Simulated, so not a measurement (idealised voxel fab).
The following is a process module called voxel gate over fins.
Section shown: cut. Width: 235 nm. Cell size: 5 nm, square.
Heads up, the way a cross-section reads in here is a grid of square cells, handed over as bands from the top down, with every band being one or more rows of cells.
For a band, the entry starts with two heights in nm, that of the top and then that of the bottom, and carries on with the band's materials in order from left to right, each alongside its width in nm; the word "edge to edge" beside a single material means it fills the band edge to edge, and "air" means empty space.
Heights from 0 (as-received wafer is one material below). Bottom band endless downward, as "z 0 and below".
The notation "30 to 40" denotes a width that varies across the rows of cells in the band, beginning at the first number in the top row, finishing at the second number in the bottom row, and changing by an identical amount from each row to the next.
Given "no change occurred" for a step, no cell of the cross-section differs between before and after that step.
Each empty space that has no open way to the top and spans at least 8 cells appears under "Closed void catalog" as width x height at distance, the distance counted from the left edge, all in nm.
On each step's line, the part that comes after the settings is the simulator's own comment on the step.
overlay nm: on a step with a mask, how far right of its planned place the mask lay; negative means left.

These are the steps we planned for the process:
- 1: RECEIVE,material Si
- 2: CONFORMAL_DEP,material SiN,thk nm 10
- 3: DIRECTIONAL_DEP,material aC,thk nm 10
- 4: PATTERN,tone cover,mask id FINS,material resist,width nm 15,pitch nm 50,thk nm 25,overlay nm 0
- 5: DIRECTIONAL_ETCH,etch materials aC,depth nm 10
- 6: STRIP,etch materials resist
- 7: DIRECTIONAL_ETCH,etch materials SiN,depth nm 10
- 8: DIRECTIONAL_ETCH,etch materials Si,depth nm 35
- 9: STRIP,etch materials aC
- 10: OXIDIZE,depth nm 5
- 11: FILL_DEP,material SiO2,thk nm 10
- 12: CMP,height nm 10
- 13: DIRECTIONAL_DEP,material aC,thk nm 10
- 14: PATTERN,tone open,mask id RAIL,material resist,width nm 15,thk nm 30,overlay nm 0
- 15: DIRECTIONAL_ETCH,etch materials aC,depth nm 10
- 16: STRIP,etch materials resist
- 17: DIRECTIONAL_ETCH,etch materials SiO2,depth nm 40
- 18: STRIP,etch materials aC
- 19: CONFORMAL_DEP,material TiN,thk nm 5
- 20: FILL_DEP,material Ru,thk nm 5
- 21: CMP,height nm 10
- 22: SELECTIVE_ETCH,etch materials W Ru TiN,depth nm 35
- 23: FILL_DEP,material SiO2,thk nm 5
- 24: CMP,height nm 10
- 25: SELECTIVE_ETCH,etch materials SiO2,depth nm 25
- 26: STRIP,etch materials SiN
- 27: CONFORMAL_DEP,material HfO2,thk nm 5
- 28: CONFORMAL_DEP,material TiN,thk nm 5
- 29: CONFORMAL_DEP,material TiAl,thk nm 5
- 30: CONFORMAL_DEP,material TiN,thk nm 5
- 31: FILL_DEP,material W,thk nm 10
- 32: CMP,height nm 25
- 33: CONFORMAL_DEP,material SiN,thk nm 10

Wafer as received: cross-section following step 1:
> z 0 and below | Si edge to edge
> Closed void catalog: none

a wafer at the end: this start, this plan, one mistake:
> z 35 to 25 | SiN edge to edge
> z 25 to 20 | W: 40 / TiN: 5 / TiAl: 45 / TiN: 5 / W: 140
> z 20 to 15 | W: 20 / TiN: 25 / TiAl: 5 / TiN: 35 / TiAl: 5 / TiN: 25 / W: 5 / TiN: 45 / W: 5 / TiN: 45 / W: 20
> z 15 to 10 | W: 20 / TiN: 5 / TiAl: 25 / TiN: 5 / HfO2: 25 / TiN: 5 / TiAl: 25 / TiN: 5 / W: 5 / TiN: 5 / TiAl: 35 / TiN: 5 / W: 5 / TiN: 5 / TiAl: 35 / TiN: 5 / W: 20
> z 10 to 5 | W: 20 / TiN: 5 / TiAl: 5 / TiN: 25 / HfO2: 5 / aC: 15 / HfO2: 5 / TiN: 25 / TiAl: 5 / TiN: 5 / W: 5 / TiN: 5 / TiAl: 5 / TiN: 25 / TiAl: 5 / TiN: 5 / W: 5 / TiN: 5 / TiAl: 5 / TiN: 25 / TiAl: 5 / TiN: 5 / W: 20
> z 5 to 0 | TiN: 25 / TiAl: 5 / TiN: 5 / HfO2: 15 / TiN: 5 / HfO2: 5 / aC: 15 / HfO2: 5 / TiN: 5 / HfO2: 15 / TiN: 5 / TiAl: 5 / TiN: 15 / TiAl: 5 / TiN: 5 / HfO2: 15 / TiN: 5 / TiAl: 5 / TiN: 15 / TiAl: 5 / TiN: 5 / HfO2: 15 / TiN: 5 / TiAl: 5 / TiN: 25
> z 0 to -5 | TiAl: 30 / TiN: 5 / HfO2: 5 / Si: 5 / HfO2: 5 / TiN: 5 / HfO2: 5 / aC: 15 / HfO2: 5 / TiN: 5 / HfO2: 5 / Si: 5 / HfO2: 5 / TiN: 5 / TiAl: 25 / TiN: 5 / HfO2: 5 / Si: 5 / HfO2: 5 / TiN: 5 / TiAl: 25 / TiN: 5 / HfO2: 5 / Si: 5 / HfO2: 5 / TiN: 5 / TiAl: 30
> z -5 to -10 | TiN: 35 / HfO2: 5 / Si: 5 / HfO2: 5 / TiN: 5 / HfO2: 5 / aC: 15 / HfO2: 5 / TiN: 5 / HfO2: 5 / Si: 5 / HfO2: 5 / TiN: 35 / HfO2: 5 / Si: 5 / HfO2: 5 / TiN: 35 / HfO2: 5 / Si: 5 / HfO2: 5 / TiN: 35
> z -10 to -15 | HfO2: 40 / Si: 5 / HfO2: 15 / aC: 15 / HfO2: 15 / Si: 5 / HfO2: 45 / Si: 5 / HfO2: 45 / Si: 5 / HfO2: 40
> z -15 to -25 | SiO2: 40 / Si: 5 / SiO2: 15 / aC: 15 / SiO2: 15 / Si: 5 / SiO2: 45 / Si: 5 / SiO2: 45 / Si: 5 / SiO2: 40
> z -25 to -30 | SiO2: 40 / Si: 5 / SiO2: 15 / TiN: 15 / SiO2: 15 / Si: 5 / SiO2: 45 / Si: 5 / SiO2: 45 / Si: 5 / SiO2: 40
> z -30 to -40 | SiO2: 40 / Si: 5 / SiO2: 45 / Si: 5 / SiO2: 45 / Si: 5 / SiO2: 45 / Si: 5 / SiO2: 40
> z -40 and below | Si edge to edge
> Closed void catalog: none
Short version of what went wrong: note that step 23 departed from the planned setting and was carried out as FILL_DEP,material aC,thk nm 5
